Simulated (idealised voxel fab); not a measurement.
Documented hereafter: the process module known as voxel wiring stack.
FYI the section here is cut, 290 nm wide, cells are 5 nm squares.
Heads up, the way a cross-section reads in here is a grid of square cells, handed over as bands from the top down, with every band being one or more rows of cells. Heights first: top, then bottom, in nm. Then materials, left to right, each with a width in nm. "all across" on a single material: fills the band edge to edge. "air": empty space. Beneath 0, the wafer as received is one material, and that level is where height counting begins. The lowest band goes on downward without a bottom; it is written like "top 0, no bottom". Read "30 to 40" as a graded width: first number on top, second number at the bottom, same change between each pair of neighbouring rows. "remained the same" (step): cross-section cells unchanged, all of them. The list in "Completely sealed voids" covers empty spaces of 8 cells or more that cannot reach the top through any open way, and it gives each as width x height at distance; the distance is from the left edge, and width, height and distance are in nm. On each step's line, the part that comes after the settings is the simulator's own comment on the step. overlay nm: step with mask; distance mask lay right of planned place; negative value = left of planned place. Each pair below shows a cross-section before one step and the cross-section after it, down to the lowest band that changed. The line under each pair gives the step between them, with its settings. The pairs can come from different runs of this module on the same starting wafer, so a pair continues from the pair above only where its "Before the step" says so.
[Before the step]
top 75, bottom 65 = 115 SiO2  10 Cu  35 SiO2  10 Cu  120 SiO2
top 65, bottom 45 = 115 SiO2  5 Cu  170 SiO2
top 45, bottom 40 = 110 SiCN  15 SiO2  165 SiCN
top 40, bottom 15 = 110 SiO2  5 TiN  10 Cu  5 TiN  25 SiO2  5 TiN  10 Cu  5 TiN  115 SiO2
top 15, bottom 10 = 110 SiCN  20 TiN  25 SiCN  20 TiN  115 SiCN
top 10, bottom 0 = SiO2 all across
top 0, no bottom = Si all across
Completely sealed voids: none
[Cross-Section After Step]
top 80, bottom 75 = SiCN all across
No changes below 75.
Completely sealed voids: none
Formally, the process step situated between the two cross-sections above is CONFORMAL_DEP (material SiCN; thk nm 5)
Before the step: refer to the pair immediately above; the cross-section shown after its step is the state before this one.
[Cross-Section After Step]
top 110, bottom 80 = lowk all across
No changes below 80.
Completely sealed voids: none
Formally, the process step situated between the two cross-sections above is DIRECTIONAL_DEP (material lowk; thk nm 30)
Before the step: refer to the pair immediately above; the cross-section shown after its step is the state before this one.
[Cross-Section After Step]
top 130, bottom 110 = 110 resist  15 air  30 resist  15 air  120 resist
No changes below 110.
Completely sealed voids: none
Formally, the process step situated between the two cross-sections above is PATTERN (tone open; mask id METAL_3_HOLES; material resist; width nm 15; pitch nm 45; thk nm 20; overlay nm 0)
Before the step: refer to the pair immediately above; the cross-section shown after its step is the state before this one.
[Cross-Section After Step]
top 130, bottom 110 = 110 resist  15 air  30 resist  15 air  120 resist
top 110, bottom 80 = 110 lowk  15 air  30 lowk  15 air  120 lowk
No changes below 80.
Completely sealed voids: none
Formally, the process step situated between the two cross-sections above is DIRECTIONAL_ETCH (etch materials lowk; depth nm 30)
Before the step: refer to the pair immediately above; the cross-section shown after its step is the state before this one.
[Cross-Section After Step]
top 110, bottom 80 = 110 lowk  15 air  30 lowk  15 air  120 lowk
No changes below 80.
Completely sealed voids: none
Formally, the process step situated between the two cross-sections above is STRIP (etch materials resist)
Before the step: refer to the pair immediately above; the cross-section shown after its step is the state before this one.
[Cross-Section After Step]
top 110, bottom 95 = 110 lowk  20 air  25 lowk  20 air  115 lowk
No changes below 95.
Completely sealed voids: none
Formally, the process step situated between the two cross-sections above is MASKED_ETCH (tone open; mask id METAL_3; width nm 20; pitch nm 45; etch materials lowk; depth nm 15; overlay nm 0)
Before the step: refer to the pair immediately above; the cross-section shown after its step is the state before this one.
[Cross-Section After Step]
top 110, bottom 95 = 110 lowk  20 air  25 lowk  20 air  115 lowk
top 95, bottom 80 = 110 lowk  15 air  30 lowk  15 air  120 lowk
top 80, bottom 75 = 110 SiCN  15 air  30 SiCN  15 air  120 SiCN
No changes below 75.
Completely sealed voids: none
Formally, the process step situated between the two cross-sections above is MASKED_ETCH (tone open; mask id METAL_3; width nm 20; pitch nm 45; etch materials SiCN; depth nm 5; overlay nm 0)
Before the step: refer to the pair immediately above; the cross-section shown after its step is the state before this one.
[Cross-Section After Step]
top 115, bottom 110 = 115 TiN  10 air  35 TiN  10 air  120 TiN
top 110, bottom 100 = 110 lowk  5 TiN  10 air  5 TiN  25 lowk  5 TiN  10 air  5 TiN  115 lowk
top 100, bottom 95 = 110 lowk  5 TiN  5 air  10 TiN  25 lowk  5 TiN  5 air  10 TiN  115 lowk
top 95, bottom 80 = 110 lowk  5 TiN  5 air  5 TiN  30 lowk  5 TiN  5 air  5 TiN  120 lowk
top 80, bottom 75 = 110 SiCN  15 TiN  30 SiCN  15 TiN  120 SiCN
No changes below 75.
Completely sealed voids: none
Formally, the process step situated between the two cross-sections above is CONFORMAL_DEP (material TiN; thk nm 5)
Before the step: refer to the pair immediately above; the cross-section shown after its step is the state before this one.
[Cross-Section After Step]
top 120, bottom 115 = Ru all across
top 115, bottom 110 = 115 TiN  10 Ru  35 TiN  10 Ru  120 TiN
top 110, bottom 100 = 110 lowk  5 TiN  10 Ru  5 TiN  25 lowk  5 TiN  10 Ru  5 TiN  115 lowk
top 100, bottom 95 = 110 lowk  5 TiN  5 Ru  10 TiN  25 lowk  5 TiN  5 Ru  10 TiN  115 lowk
top 95, bottom 80 = 110 lowk  5 TiN  5 Ru  5 TiN  30 lowk  5 TiN  5 Ru  5 TiN  120 lowk
No changes below 80.
Completely sealed voids: none
Formally, the process step situated between the two cross-sections above is FILL_DEP (material Ru; thk nm 5)
Before the step: refer to the pair immediately above; the cross-section shown after its step is the state before this one.
[Cross-Section After Step]
top 110, bottom 100 = 110 lowk  5 TiN  10 Ru  5 TiN  25 lowk  5 TiN  10 Ru  5 TiN  115 lowk
No changes below 100.
Completely sealed voids: none
Formally, the process step situated between the two cross-sections above is CMP (height nm 110)
Before the step: refer to the pair immediately above; the cross-section shown after its step is the state before this one.
[Cross-Section After Step]
top 115, bottom 110 = SiCN all across
No changes below 110.
Completely sealed voids: none
Formally, the process step situated between the two cross-sections above is CONFORMAL_DEP (material SiCN; thk nm 5)
Before the step: refer to the pair immediately above; the cross-section shown after its step is the state before this one.
[Cross-Section After Step]
top 150, bottom 115 = lowk all across
No changes below 115.
Completely sealed voids: none
Formally, the process step situated between the two cross-sections above is DIRECTIONAL_DEP (material lowk; thk nm 35)
Before the step: refer to the pair immediately above; the cross-section shown after its step is the state before this one.
[Cross-Section After Step]
top 160, bottom 150 = aC all across
No changes below 150.
Completely sealed voids: none
Formally, the process step situated between the two cross-sections above is DIRECTIONAL_DEP (material aC; thk nm 10)
Before the step: refer to the pair immediately above; the cross-section shown after its step is the state before this one.
[Cross-Section After Step]
top 185, bottom 160 = 110 resist  15 air  165 resist
No changes below 160.
Completely sealed voids: none
Formally, the process step situated between the two cross-sections above is PATTERN (tone open; mask id METAL_4_HOLES; material resist; width nm 15; thk nm 25; overlay nm 0)
Before the step: refer to the pair immediately above; the cross-section shown after its step is the state before this one.
[Cross-Section After Step]
top 175, bottom 160 = 110 resist  15 air  165 resist
top 160, bottom 150 = 110 aC  15 air  165 aC
No changes below 150.
Completely sealed voids: none
Formally, the process step situated between the two cross-sections above is DIRECTIONAL_ETCH (etch materials aC; depth nm 10)
Before the step: refer to the pair immediately above; the cross-section shown after its step is the state before this one.
[Cross-Section After Step]
top 160, bottom 150 = 110 aC  15 air  165 aC
No changes below 150.
Completely sealed voids: none
Formally, the process step situated between the two cross-sections above is STRIP (etch materials resist)
Before the step: refer to the pair immediately above; the cross-section shown after its step is the state before this one.
[Cross-Section After Step]
top 160, bottom 150 = 110 aC  15 air  165 aC
top 150, bottom 115 = 110 lowk  15 air  165 lowk
No changes below 115.
Completely sealed voids: none
Formally, the process step situated between the two cross-sections above is DIRECTIONAL_ETCH (etch materials lowk; depth nm 35)
Before the step: refer to the pair immediately above; the cross-section shown after its step is the state before this one.
[Cross-Section After Step]
top 150, bottom 115 = 110 lowk  15 air  165 lowk
No changes below 115.
Completely sealed voids: none
Formally, the process step situated between the two cross-sections above is STRIP (etch materials aC)
Before the step: refer to the pair immediately above; the cross-section shown after its step is the state before this one.
[Cross-Section After Step]
top 165, bottom 150 = 110 resist  20 air  25 resist  20 air  115 resist
No changes below 150.
Completely sealed voids: none
Formally, the process step situated between the two cross-sections above is PATTERN (tone open; mask id METAL_4; material resist; width nm 20; pitch nm 45; thk nm 15; overlay nm 0)
Before the step: refer to the pair immediately above; the cross-section shown after its step is the state before this one.
[Cross-Section After Step]
top 165, bottom 150 = 110 resist  20 air  25 resist  20 air  115 resist
top 150, bottom 130 = 110 lowk  20 air  25 lowk  20 air  115 lowk
No changes below 130.
Completely sealed voids: none
Formally, the process step situated between the two cross-sections above is DIRECTIONAL_ETCH (etch materials lowk; depth nm 20)
Before the step: refer to the pair immediately above; the cross-section shown after its step is the state before this one.
[Cross-Section After Step]
top 165, bottom 150 = 110 resist  20 air  25 resist  20 air  115 resist
top 150, bottom 130 = 110 lowk  20 air  25 lowk  20 air  115 lowk
top 130, bottom 115 = 110 lowk  15 air  165 lowk
top 115, bottom 110 = 110 SiCN  15 air  165 SiCN
No changes below 110.
Completely sealed voids: none
Formally, the process step situated between the two cross-sections above is DIRECTIONAL_ETCH (etch materials SiCN; depth nm 5)
Before the step: refer to the pair immediately above; the cross-section shown after its step is the state before this one.
[Cross-Section After Step]
top 150, bottom 130 = 110 lowk  20 air  25 lowk  20 air  115 lowk
No changes below 130.
Completely sealed voids: none
Formally, the process step situated between the two cross-sections above is STRIP (etch materials resist)
Before the step: refer to the pair immediately above; the cross-section shown after its step is the state before this one.
[Cross-Section After Step]
top 155, bottom 150 = 115 TiN  10 air  35 TiN  10 air  120 TiN
top 150, bottom 135 = 110 lowk  5 TiN  10 air  5 TiN  25 lowk  5 TiN  10 air  5 TiN  115 lowk
top 135, bottom 130 = 110 lowk  5 TiN  5 air  10 TiN  25 lowk  20 TiN  115 lowk
top 130, bottom 115 = 110 lowk  5 TiN  5 air  5 TiN  165 lowk
top 115, bottom 110 = 110 SiCN  15 TiN  165 SiCN
No changes below 110.
Completely sealed voids: none
Formally, the process step situated between the two cross-sections above is CONFORMAL_DEP (material TiN; thk nm 5)
Before the step: refer to the pair immediately above; the cross-section shown after its step is the state before this one.
[Cross-Section After Step]
top 165, bottom 155 = Cu all across
top 155, bottom 150 = 115 TiN  10 Cu  35 TiN  10 Cu  120 TiN
top 150, bottom 135 = 110 lowk  5 TiN  10 Cu  5 TiN  25 lowk  5 TiN  10 Cu  5 TiN  115 lowk
top 135, bottom 130 = 110 lowk  5 TiN  5 Cu  10 TiN  25 lowk  20 TiN  115 lowk
top 130, bottom 115 = 110 lowk  5 TiN  5 Cu  5 TiN  165 lowk
No changes below 115.
Completely sealed voids: none
Formally, the process step situated between the two cross-sections above is FILL_DEP (material Cu; thk nm 10)
Before the step: refer to the pair immediately above; the cross-section shown after its step is the state before this one.
[Cross-Section After Step]
top 150, bottom 135 = 110 lowk  5 TiN  10 Cu  5 TiN  25 lowk  5 TiN  10 Cu  5 TiN  115 lowk
No changes below 135.
Completely sealed voids: none
Formally, the process step situated between the two cross-sections above is CMP (height nm 150)
Before the step: refer to the pair immediately above; the cross-section shown after its step is the state before this one.
[Cross-Section After Step]
top 155, bottom 150 = SiN all across
No changes below 150.
Completely sealed voids: none
Formally, the process step situated between the two cross-sections above is CONFORMAL_DEP (material SiN; thk nm 5)
[Before the step]
top 40, bottom 15 = SiO2 all across
top 15, bottom 10 = SiCN all across
top 10, bottom 0 = SiO2 all across
top 0, no bottom = Si all across
Completely sealed voids: none
[Cross-Section After Step]
top 40, bottom 15 = 110 air  20 SiO2  25 air  20 SiO2  115 air
No changes below 15.
Completely sealed voids: none
Formally, the process step situated between the two cross-sections above is MASKED_ETCH (tone cover; mask id METAL_1; width nm 20; pitch nm 45; etch materials SiO2; depth nm 25; overlay nm 0)
Before the step: refer to the pair immediately above; the cross-section shown after its step is the state before this one.
[Cross-Section After Step]
top 45, bottom 40 = 105 air  30 TiN  15 air  30 TiN  110 air
top 40, bottom 20 = 105 air  5 TiN  20 SiO2  5 TiN  15 air  5 TiN  20 SiO2  5 TiN  110 air
top 20, bottom 15 = 110 TiN  20 SiO2  25 TiN  20 SiO2  115 TiN
No changes below 15.
Completely sealed voids: none
Formally, the process step situated between the two cross-sections above is CONFORMAL_DEP (material TiN; thk nm 5)
Before the step: refer to the pair immediately above; the cross-section shown after its step is the state before this one.
[Cross-Section After Step]
top 50, bottom 45 = Cu all across
top 45, bottom 40 = 105 Cu  30 TiN  15 Cu  30 TiN  110 Cu
top 40, bottom 20 = 105 Cu  5 TiN  20 SiO2  5 TiN  15 Cu  5 TiN  20 SiO2  5 TiN  110 Cu
No changes below 20.
Completely sealed voids: none
Formally, the process step situated between the two cross-sections above is FILL_DEP (material Cu; thk nm 5)
Before the step: refer to the pair immediately above; the cross-section shown after its step is the state before this one.
[Cross-Section After Step]
top 40, bottom 20 = 105 Cu  5 TiN  20 SiO2  5 TiN  15 Cu  5 TiN  20 SiO2  5 TiN  110 Cu
No changes below 20.
Completely sealed voids: none
Formally, the process step situated between the two cross-sections above is CMP (height nm 40)
Before the step: refer to the pair immediately above; the cross-section shown after its step is the state before this one.
[Cross-Section After Step]
top 45, bottom 40 = SiCN all across
No changes below 40.
Completely sealed voids: none
Formally, the process step situated between the two cross-sections above is CONFORMAL_DEP (material SiCN; thk nm 5)
Before the step: refer to the pair immediately above; the cross-section shown after its step is the state before this one.
[Cross-Section After Step]
top 75, bottom 45 = SiO2 all across
No changes below 45.
Completely sealed voids: none
Formally, the process step situated between the two cross-sections above is DIRECTIONAL_DEP (material SiO2; thk nm 30)
Before the step: refer to the pair immediately above; the cross-section shown after its step is the state before this one.
[Cross-Section After Step]
top 75, bottom 60 = 110 SiO2  20 air  25 SiO2  20 air  115 SiO2
No changes below 60.
Completely sealed voids: none
Formally, the process step situated between the two cross-sections above is MASKED_ETCH (tone open; mask id METAL_2; width nm 20; pitch nm 45; etch materials SiO2; depth nm 15; overlay nm 0)
Before the step: refer to the pair immediately above; the cross-section shown after its step is the state before this one.
[Cross-Section After Step]
top 90, bottom 75 = 110 resist  15 air  165 resist
top 75, bottom 60 = 110 SiO2  15 air  5 resist  25 SiO2  20 resist  115 SiO2
No changes below 60.
Completely sealed voids: none
Formally, the process step situated between the two cross-sections above is PATTERN (tone open; mask id METAL_2_HOLES; material resist; width nm 15; thk nm 15; overlay nm 0)
Before the step: refer to the pair immediately above; the cross-section shown after its step is the state before this one.
[Cross-Section After Step]
top 90, bottom 75 = 110 resist  15 air  165 resist
top 75, bottom 60 = 110 SiO2  15 air  5 resist  25 SiO2  20 resist  115 SiO2
top 60, bottom 45 = 110 SiO2  15 air  165 SiO2
No changes below 45.
Completely sealed voids: none
Formally, the process step situated between the two cross-sections above is DIRECTIONAL_ETCH (etch materials SiO2; depth nm 15)
Before the step: refer to the pair immediately above; the cross-section shown after its step is the state before this one.
[Cross-Section After Step]
top 90, bottom 75 = 110 resist  15 air  165 resist
top 75, bottom 60 = 110 SiO2  15 air  5 resist  25 SiO2  20 resist  115 SiO2
top 60, bottom 45 = 110 SiO2  15 air  165 SiO2
top 45, bottom 40 = 110 SiCN  15 air  165 SiCN
No changes below 40.
Completely sealed voids: none
Formally, the process step situated between the two cross-sections above is DIRECTIONAL_ETCH (etch materials SiCN; depth nm 5)
Before the step: refer to the pair immediately above; the cross-section shown after its step is the state before this one.
[Cross-Section After Step]
top 75, bottom 60 = 110 SiO2  20 air  25 SiO2  20 air  115 SiO2
No changes below 60.
Completely sealed voids: none
Formally, the process step situated between the two cross-sections above is STRIP (etch materials resist)
Before the step: refer to the pair immediately above; the cross-section shown after its step is the state before this one.
[Cross-Section After Step]
top 80, bottom 75 = 115 TiN  10 air  35 TiN  10 air  120 TiN
top 75, bottom 65 = 110 SiO2  5 TiN  10 air  5 TiN  25 SiO2  5 TiN  10 air  5 TiN  115 SiO2
top 65, bottom 60 = 110 SiO2  5 TiN  5 air  10 TiN  25 SiO2  20 TiN  115 SiO2
top 60, bottom 45 = 110 SiO2  5 TiN  5 air  5 TiN  165 SiO2
top 45, bottom 40 = 110 SiCN  15 TiN  165 SiCN
No changes below 40.
Completely sealed voids: none
Formally, the process step situated between the two cross-sections above is CONFORMAL_DEP (material TiN; thk nm 5)
Before the step: refer to the pair immediately above; the cross-section shown after its step is the state before this one.
[Cross-Section After Step]
top 85, bottom 80 = Cu all across
top 80, bottom 75 = 115 TiN  10 Cu  35 TiN  10 Cu  120 TiN
top 75, bottom 65 = 110 SiO2  5 TiN  10 Cu  5 TiN  25 SiO2  5 TiN  10 Cu  5 TiN  115 SiO2
top 65, bottom 60 = 110 SiO2  5 TiN  5 Cu  10 TiN  25 SiO2  20 TiN  115 SiO2
top 60, bottom 45 = 110 SiO2  5 TiN  5 Cu  5 TiN  165 SiO2
No changes below 45.
Completely sealed voids: none
Formally, the process step situated between the two cross-sections above is FILL_DEP (material Cu; thk nm 5)
Before the step: refer to the pair immediately above; the cross-section shown after its step is the state before this one.
[Cross-Section After Step]
top 75, bottom 65 = 110 SiO2  5 TiN  10 Cu  5 TiN  25 SiO2  5 TiN  10 Cu  5 TiN  115 SiO2
No changes below 65.
Completely sealed voids: none
Formally, the process step situated between the two cross-sections above is CMP (height nm 75)
Before the step: refer to the pair immediately above; the cross-section shown after its step is the state before this one.
[Cross-Section After Step]
top 80, bottom 75 = SiCN all across
No changes below 75.
Completely sealed voids: none
Formally, the process step situated between the two cross-sections above is CONFORMAL_DEP (material SiCN; thk nm 5)
Before the step: refer to the pair immediately above; the cross-section shown after its step is the state before this one.
[Cross-Section After Step]
top 110, bottom 80 = lowk all across
No changes below 80.
Completely sealed voids: none
Formally, the process step situated between the two cross-sections above is DIRECTIONAL_DEP (material lowk; thk nm 30)
Before the step: refer to the pair immediately above; the cross-section shown after its step is the state before this one.
[Cross-Section After Step]
top 130, bottom 110 = 110 resist  15 air  30 resist  15 air  120 resist
No changes below 110.
Completely sealed voids: none
Formally, the process step situated between the two cross-sections above is PATTERN (tone open; mask id METAL_3_HOLES; material resist; width nm 15; pitch nm 45; thk nm 20; overlay nm 0)
Before the step: refer to the pair immediately above; the cross-section shown after its step is the state before this one.
[Cross-Section After Step]
top 130, bottom 110 = 110 resist  15 air  30 resist  15 air  120 resist
top 110, bottom 80 = 110 lowk  15 air  30 lowk  15 air  120 lowk
No changes below 80.
Completely sealed voids: none
Formally, the process step situated between the two cross-sections above is DIRECTIONAL_ETCH (etch materials lowk; depth nm 30)
Before the step: refer to the pair immediately above; the cross-section shown after its step is the state before this one.
[Cross-Section After Step]
top 110, bottom 80 = 110 lowk  15 air  30 lowk  15 air  120 lowk
No changes below 80.
Completely sealed voids: none
Formally, the process step situated between the two cross-sections above is STRIP (etch materials resist)
Before the step: refer to the pair immediately above; the cross-section shown after its step is the state before this one.
[Cross-Section After Step]
top 110, bottom 95 = 110 lowk  20 air  25 lowk  20 air  115 lowk
No changes below 95.
Completely sealed voids: none
Formally, the process step situated between the two cross-sections above is MASKED_ETCH (tone open; mask id METAL_3; width nm 20; pitch nm 45; etch materials lowk; depth nm 15; overlay nm 0)
Before the step: refer to the pair immediately above; the cross-section shown after its step is the state before this one.
[Cross-Section After Step]
top 110, bottom 95 = 110 lowk  20 air  25 lowk  20 air  115 lowk
top 95, bottom 80 = 110 lowk  15 air  30 lowk  15 air  120 lowk
top 80, bottom 75 = 110 SiCN  15 air  30 SiCN  15 air  120 SiCN
No changes below 75.
Completely sealed voids: none
Formally, the process step situated between the two cross-sections above is MASKED_ETCH (tone open; mask id METAL_3; width nm 20; pitch nm 45; etch materials SiCN; depth nm 5; overlay nm 0)
Before the step: refer to the pair immediately above; the cross-section shown after its step is the state before this one.
[Cross-Section After Step]
top 115, bottom 110 = 115 TiN  10 air  35 TiN  10 air  120 TiN
top 110, bottom 100 = 110 lowk  5 TiN  10 air  5 TiN  25 lowk  5 TiN  10 air  5 TiN  115 lowk
top 100, bottom 95 = 110 lowk  5 TiN  5 air  10 TiN  25 lowk  5 TiN  5 air  10 TiN  115 lowk
top 95, bottom 80 = 110 lowk  5 TiN  5 air  5 TiN  30 lowk  5 TiN  5 air  5 TiN  120 lowk
top 80, bottom 75 = 110 SiCN  15 TiN  30 SiCN  15 TiN  120 SiCN
No changes below 75.
Completely sealed voids: none
Formally, the process step situated between the two cross-sections above is CONFORMAL_DEP (material TiN; thk nm 5)
Before the step: refer to the pair immediately above; the cross-section shown after its step is the state before this one.
[Cross-Section After Step]
top 120, bottom 115 = Ru all across
top 115, bottom 110 = 115 TiN  10 Ru  35 TiN  10 Ru  120 TiN
top 110, bottom 100 = 110 lowk  5 TiN  10 Ru  5 TiN  25 lowk  5 TiN  10 Ru  5 TiN  115 lowk
top 100, bottom 95 = 110 lowk  5 TiN  5 Ru  10 TiN  25 lowk  5 TiN  5 Ru  10 TiN  115 lowk
top 95, bottom 80 = 110 lowk  5 TiN  5 Ru  5 TiN  30 lowk  5 TiN  5 Ru  5 TiN  120 lowk
No changes below 80.
Completely sealed voids: none
Formally, the process step situated between the two cross-sections above is FILL_DEP (material Ru; thk nm 5)
Before the step: refer to the pair immediately above; the cross-section shown after its step is the state before this one.
[Cross-Section After Step]
top 110, bottom 100 = 110 lowk  5 TiN  10 Ru  5 TiN  25 lowk  5 TiN  10 Ru  5 TiN  115 lowk
No changes below 100.
Completely sealed voids: none
Formally, the process step situated between the two cross-sections above is CMP (height nm 110)
Before the step: refer to the pair immediately above; the cross-section shown after its step is the state before this one.
[Cross-Section After Step]
top 115, bottom 110 = SiCN all across
No changes below 110.
Completely sealed voids: none
Formally, the process step situated between the two cross-sections above is CONFORMAL_DEP (material SiCN; thk nm 5)
Before the step: refer to the pair immediately above; the cross-section shown after its step is the state before this one.
[Cross-Section After Step]
top 150, bottom 115 = lowk all across
No changes below 115.
Completely sealed voids: none
Formally, the process step situated between the two cross-sections above is DIRECTIONAL_DEP (material lowk; thk nm 35)
Before the step: refer to the pair immediately above; the cross-section shown after its step is the state before this one.
[Cross-Section After Step]
top 160, bottom 150 = aC all across
No changes below 150.
Completely sealed voids: none
Formally, the process step situated between the two cross-sections above is DIRECTIONAL_DEP (material aC; thk nm 10)
Before the step: refer to the pair immediately above; the cross-section shown after its step is the state before this one.
[Cross-Section After Step]
top 185, bottom 160 = 110 resist  15 air  165 resist
No changes below 160.
Completely sealed voids: none
Formally, the process step situated between the two cross-sections above is PATTERN (tone open; mask id METAL_4_HOLES; material resist; width nm 15; thk nm 25; overlay nm 0)
Before the step: refer to the pair immediately above; the cross-section shown after its step is the state before this one.
[Cross-Section After Step]
top 175, bottom 160 = 110 resist  15 air  165 resist
top 160, bottom 150 = 110 aC  15 air  165 aC
No changes below 150.
Completely sealed voids: none
Formally, the process step situated between the two cross-sections above is DIRECTIONAL_ETCH (etch materials aC; depth nm 10)
Before the step: refer to the pair immediately above; the cross-section shown after its step is the state before this one.
[Cross-Section After Step]
top 160, bottom 150 = 110 aC  15 air  165 aC
No changes below 150.
Completely sealed voids: none
Formally, the process step situated between the two cross-sections above is STRIP (etch materials resist)
Before the step: refer to the pair immediately above; the cross-section shown after its step is the state before this one.
[Cross-Section After Step]
top 160, bottom 150 = 110 aC  15 air  165 aC
top 150, bottom 115 = 110 lowk  15 air  165 lowk
No changes below 115.
Completely sealed voids: none
Formally, the process step situated between the two cross-sections above is DIRECTIONAL_ETCH (etch materials lowk; depth nm 35)
Before the step: refer to the pair immediately above; the cross-section shown after its step is the state before this one.
[Cross-Section After Step]
top 150, bottom 115 = 110 lowk  15 air  165 lowk
No changes below 115.
Completely sealed voids: none
Formally, the process step situated between the two cross-sections above is STRIP (etch materials aC)
Before the step: refer to the pair immediately above; the cross-section shown after its step is the state before this one.
[Cross-Section After Step]
top 165, bottom 150 = 110 resist  20 air  25 resist  20 air  115 resist
No changes below 150.
Completely sealed voids: none
Formally, the process step situated between the two cross-sections above is PATTERN (tone open; mask id METAL_4; material resist; width nm 20; pitch nm 45; thk nm 15; overlay nm 0)
Before the step: refer to the pair immediately above; the cross-section shown after its step is the state before this one.
[Cross-Section After Step]
top 165, bottom 150 = 110 resist  20 air  25 resist  20 air  115 resist
top 150, bottom 130 = 110 lowk  20 air  25 lowk  20 air  115 lowk
No changes below 130.
Completely sealed voids: none
Formally, the process step situated between the two cross-sections above is DIRECTIONAL_ETCH (etch materials lowk; depth nm 20)
Before the step: refer to the pair immediately above; the cross-section shown after its step is the state before this one.
[Cross-Section After Step]
top 165, bottom 150 = 110 resist  20 air  25 resist  20 air  115 resist
top 150, bottom 130 = 110 lowk  20 air  25 lowk  20 air  115 lowk
top 130, bottom 115 = 110 lowk  15 air  165 lowk
top 115, bottom 110 = 110 SiCN  15 air  165 SiCN
No changes below 110.
Completely sealed voids: none
Formally, the process step situated between the two cross-sections above is DIRECTIONAL_ETCH (etch materials SiCN; depth nm 5)
Before the step: refer to the pair immediately above; the cross-section shown after its step is the state before this one.
[Cross-Section After Step]
top 150, bottom 130 = 110 lowk  20 air  25 lowk  20 air  115 lowk
No changes below 130.
Completely sealed voids: none
Formally, the process step situated between the two cross-sections above is STRIP (etch materials resist)
Before the step: refer to the pair immediately above; the cross-section shown after its step is the state before this one.
[Cross-Section After Step]
top 155, bottom 150 = 115 TiN  10 air  35 TiN  10 air  120 TiN
top 150, bottom 135 = 110 lowk  5 TiN  10 air  5 TiN  25 lowk  5 TiN  10 air  5 TiN  115 lowk
top 135, bottom 130 = 110 lowk  5 TiN  5 air  10 TiN  25 lowk  20 TiN  115 lowk
top 130, bottom 115 = 110 lowk  5 TiN  5 air  5 TiN  165 lowk
top 115, bottom 110 = 110 SiCN  15 TiN  165 SiCN
No changes below 110.
Completely sealed voids: none
Formally, the process step situated between the two cross-sections above is CONFORMAL_DEP (material TiN; thk nm 5)
Before the step: refer to the pair immediately above; the cross-section shown after its step is the state before this one.
[Cross-Section After Step]
top 165, bottom 155 = Cu all across
top 155, bottom 150 = 115 TiN  10 Cu  35 TiN  10 Cu  120 TiN
top 150, bottom 135 = 110 lowk  5 TiN  10 Cu  5 TiN  25 lowk  5 TiN  10 Cu  5 TiN  115 lowk
top 135, bottom 130 = 110 lowk  5 TiN  5 Cu  10 TiN  25 lowk  20 TiN  115 lowk
top 130, bottom 115 = 110 lowk  5 TiN  5 Cu  5 TiN  165 lowk
No changes below 115.
Completely sealed voids: none
Formally, the process step situated between the two cross-sections above is FILL_DEP (material Cu; thk nm 10)
Before the step: refer to the pair immediately above; the cross-section shown after its step is the state before this one.
[Cross-Section After Step]
top 150, bottom 135 = 110 lowk  5 TiN  10 Cu  5 TiN  25 lowk  5 TiN  10 Cu  5 TiN  115 lowk
No changes below 135.
Completely sealed voids: none
Formally, the process step situated between the two cross-sections above is CMP (height nm 150)
Before the step: refer to the pair immediately above; the cross-section shown after its step is the state before this one.
[Cross-Section After Step]
top 155, bottom 150 = SiN all across
No changes below 150.
Completely sealed voids: none
Formally, the process step situated between the two cross-sections above is CONFORMAL_DEP (material SiN; thk nm 5)
